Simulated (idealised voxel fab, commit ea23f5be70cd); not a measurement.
Name of the process module below: voxel released beams
We display cut, a cross-section 260 nm in width whose square cells are each 5 nm.
Think of the cross-section as a grid of square cells. We describe it in bands, top to bottom, and each band covers one or more rows of those cells.
For a band, the entry starts with two heights in nm, that of the top and then that of the bottom, and carries on with the band's materials in order from left to right, each alongside its width in nm; the word "all across" beside a single material means it fills the band edge to edge, and "empty" means empty space.
It should be noted that heights are counted from 0, beneath which the wafer as supplied is of one material throughout, and that the lowest band possesses no lower boundary but continues downward, as written in "from 0 down".
A two-number width, for instance "30 to 40", indicates that the width is equal to the first number in the top row of the band and to the second number in the bottom row, and that it changes by a constant amount per row of cells.
"nothing altered" means the step left every cell of the cross-section as it was.
Empty spaces counting at least 8 cells and having no open way to the top are listed in "Enclosed void entries". The notation width x height at distance is used for each, the distance being from the left edge and all three values in nm.
Formally, on a step line, whatever follows the settings is a remark that the simulator itself makes on the step.
The optional step-line setting "overlay nm" applies to steps with a mask and quantifies how far to the right of its planned location the mask lay, a negative value indicating leftward placement.
Intended process steps:
| 1 | RECEIVE with material Si |
| 2 | CONFORMAL_DEP with material Al2O3, thk nm 5 |
| 3 | DIRECTIONAL_DEP with material SiO2, thk nm 10 |
| 4 | PATTERN with tone open, mask id ANCHOR, material resist, width nm 35, thk nm 20, overlay nm 0 |
| 5 | DIRECTIONAL_ETCH with etch materials SiO2, depth nm 10 |
| 6 | STRIP with etch materials resist |
| 7 | CONFORMAL_DEP with material SiN, thk nm 10 |
| 8 | DIRECTIONAL_DEP with material aC, thk nm 15 |
| 9 | PATTERN with tone cover, mask id BEAM, material resist, width nm 90, thk nm 35, overlay nm 0 |
| 10 | DIRECTIONAL_ETCH with etch materials aC, depth nm 15 |
| 11 | STRIP with etch materials resist |
| 12 | DIRECTIONAL_ETCH with etch materials SiN, depth nm 10 |
| 13 | STRIP with etch materials aC |
| 14 | STRIP with etch materials SiO2 |
Wafer as received: cross-section following step 1:
    from 0 down = Si all across
    Enclosed void entries: none
The cross-section shown corresponds to the wafer at the conclusion of the module. The initial structure and the process plan are those presented above; however, one mistake occurred in executing the plan:
    from 25 to 15 = empty 80; SiN 15; empty 15; SiN 60; empty 90
    from 15 to 5 = empty 85; SiN 35; empty 140
    from 5 to 0 = aC all across
    from 0 down = Si all across
    Enclosed void entries: none
Short version of what went wrong: for step 2, the planned setting was not used; the step was instead run as CONFORMAL_DEP with material aC, thk nm 5
